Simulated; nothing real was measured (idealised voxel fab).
Documented hereafter: the process module known as voxel released beams.
Section shown: cut. Width: 205 nm. Cell size: 5 nm, square.
The cross-sections in this document take the form of a grid made of square cells. They are written out as bands, in order from top to bottom. Each band consists of one or more rows of cells.
This entry defines a band. It first specifies the height of the band's top and the height of its bottom in nm, and then specifies the band's materials from left to right, stating each material with its width in nm. The word "full width" identifies a single material that fills the band from edge to edge, while the word "air" identifies empty space.
Counting heights begins at 0, where everything beneath is, in the wafer as received, one material. The lowest band has no bottom; it goes on downwards, as "from 0 down" shows.
The two numbers in a width such as "30->40" mark its ends across the band: the first belongs to the top row of cells, the second to the bottom row, and from each row to the next the width moves by the same amount.
When a step is marked "all unchanged", none of the cells in the cross-section changed during that step.
For the entry "Completely enclosed voids", the listed items are empty spaces with no open way to the top whose size is 8 cells or more; each item follows the pattern width x height at distance, where distance is from the left edge and all three are in nm.
It should be noted that, on the line of a given step, the content following the step's settings is a remark produced by the simulator itself with respect to that step.
Each step line may optionally specify "overlay nm", which for a step with a mask gives the rightward distance between the mask's planned place and where it lay, a negative value indicating the leftward direction.

Here's what the planned process steps look like:
- 1: RECEIVE [material Si]
- 2: CONFORMAL_DEP [material Al2O3] [thk nm 10]
- 3: DIRECTIONAL_DEP [material SiO2] [thk nm 20]
- 4: PATTERN [tone open] [mask id ANCHOR] [material resist] [width nm 35] [thk nm 20] [overlay nm 0]
- 5: DIRECTIONAL_ETCH [etch materials SiO2] [depth nm 20]
- 6: STRIP [etch materials resist]
- 7: CONFORMAL_DEP [material SiN] [thk nm 10]
- 8: PATTERN [tone cover] [mask id BEAM] [material resist] [width nm 110] [thk nm 15] [overlay nm 0]
- 9: DIRECTIONAL_ETCH [etch materials SiN] [depth nm 10]
- 10: STRIP [etch materials resist]
- 11: STRIP [etch materials SiO2]

Run as planned: first of two wafers:

Step 1 complete: cross-section of the wafer as received:
	from 0 down  Si full width
	Completely enclosed voids: none

Upon completion of step 2, the wafer appears in cross-section as shown:
	from 10 to 0  Al2O3 full width
	All layers under 0 are left as they were.

Upon completion of step 3, the wafer appears in cross-section as shown:
	from 30 to 10  SiO2 full width
	All layers under 10 are left as they were.

Upon completion of step 4, the wafer appears in cross-section as shown:
	from 50 to 30  resist 50 / air 35 / resist 120
	All layers under 30 are left as they were.

Upon completion of step 5, the wafer appears in cross-section as shown:
	from 50 to 30  resist 50 / air 35 / resist 120
	from 30 to 10  SiO2 50 / air 35 / SiO2 120
	All layers under 10 are left as they were.

Upon completion of step 6, the wafer appears in cross-section as shown:
	from 30 to 10  SiO2 50 / air 35 / SiO2 120
	All layers under 10 are left as they were.

Upon completion of step 7, the wafer appears in cross-section as shown:
	from 40 to 30  SiN 60 / air 15 / SiN 130
	from 30 to 20  SiO2 50 / SiN 10 / air 15 / SiN 10 / SiO2 120
	from 20 to 10  SiO2 50 / SiN 35 / SiO2 120
	All layers under 10 are left as they were.

Upon completion of step 8, the wafer appears in cross-section as shown:
	from 55 to 40  air 45 / resist 110 / air 50
	from 40 to 30  SiN 60 / resist 15 / SiN 130
	from 30 to 20  SiO2 50 / SiN 10 / resist 15 / SiN 10 / SiO2 120
	All layers under 20 are left as they were.

Upon completion of step 9, the wafer appears in cross-section as shown:
	from 55 to 40  air 45 / resist 110 / air 50
	from 40 to 30  air 45 / SiN 15 / resist 15 / SiN 80 / air 50
	All layers under 30 are left as they were.

Upon completion of step 10, the wafer appears in cross-section as shown:
	from 40 to 30  air 45 / SiN 15 / air 15 / SiN 80 / air 50
	from 30 to 20  SiO2 50 / SiN 10 / air 15 / SiN 10 / SiO2 120
	All layers under 20 are left as they were.

Upon completion of step 11, the wafer appears in cross-section as shown:
	from 40 to 30  air 45 / SiN 15 / air 15 / SiN 80 / air 50
	from 30 to 20  air 50 / SiN 10 / air 15 / SiN 10 / air 120
	from 20 to 10  air 50 / SiN 35 / air 120
	All layers under 10 are left as they were.

Second wafer - shared start and plan with the first - one error in running - same as the first up to step 1 inclusive:

Second wafer profile in section, at the moment step 2 of the plan was meant to be complete:
	from 20 to 0  SiO2 full width
	All layers under 0 are left as they were.

Second wafer profile in section, at the moment step 3 of the plan was meant to be complete:
	from 30 to 20  Al2O3 full width
	All layers under 20 are left as they were.

Second wafer profile in section, at the moment step 4 of the plan was meant to be complete:
	from 50 to 30  resist 50 / air 35 / resist 120
	All layers under 30 are left as they were.

Second wafer profile in section, at the moment step 5 of the plan was meant to be complete: all unchanged

Second wafer profile in section, at the moment step 6 of the plan was meant to be complete:
	from 30 to 20  Al2O3 full width
	All layers under 20 are left as they were.

Second wafer profile in section, at the moment step 7 of the plan was meant to be complete:
	from 40 to 30  SiN full width
	All layers under 30 are left as they were.

Second wafer profile in section, at the moment step 8 of the plan was meant to be complete:
	from 55 to 40  air 45 / resist 110 / air 50
	All layers under 40 are left as they were.

Second wafer profile in section, at the moment step 9 of the plan was meant to be complete:
	from 55 to 40  air 45 / resist 110 / air 50
	from 40 to 30  air 45 / SiN 110 / air 50
	All layers under 30 are left as they were.

Second wafer profile in section, at the moment step 10 of the plan was meant to be complete:
	from 40 to 30  air 45 / SiN 110 / air 50
	All layers under 30 are left as they were.

Second wafer profile in section, at the moment step 11 of the plan was meant to be complete: all unchanged
It is concluded that the wafer was processed incorrectly with respect to the plan, in that steps 2 and 3: order swapped relative to plan
End check, counted in cells, second wafer has more or fewer of these materials than the first: 16 fewer of SiN, 164 more of SiO2
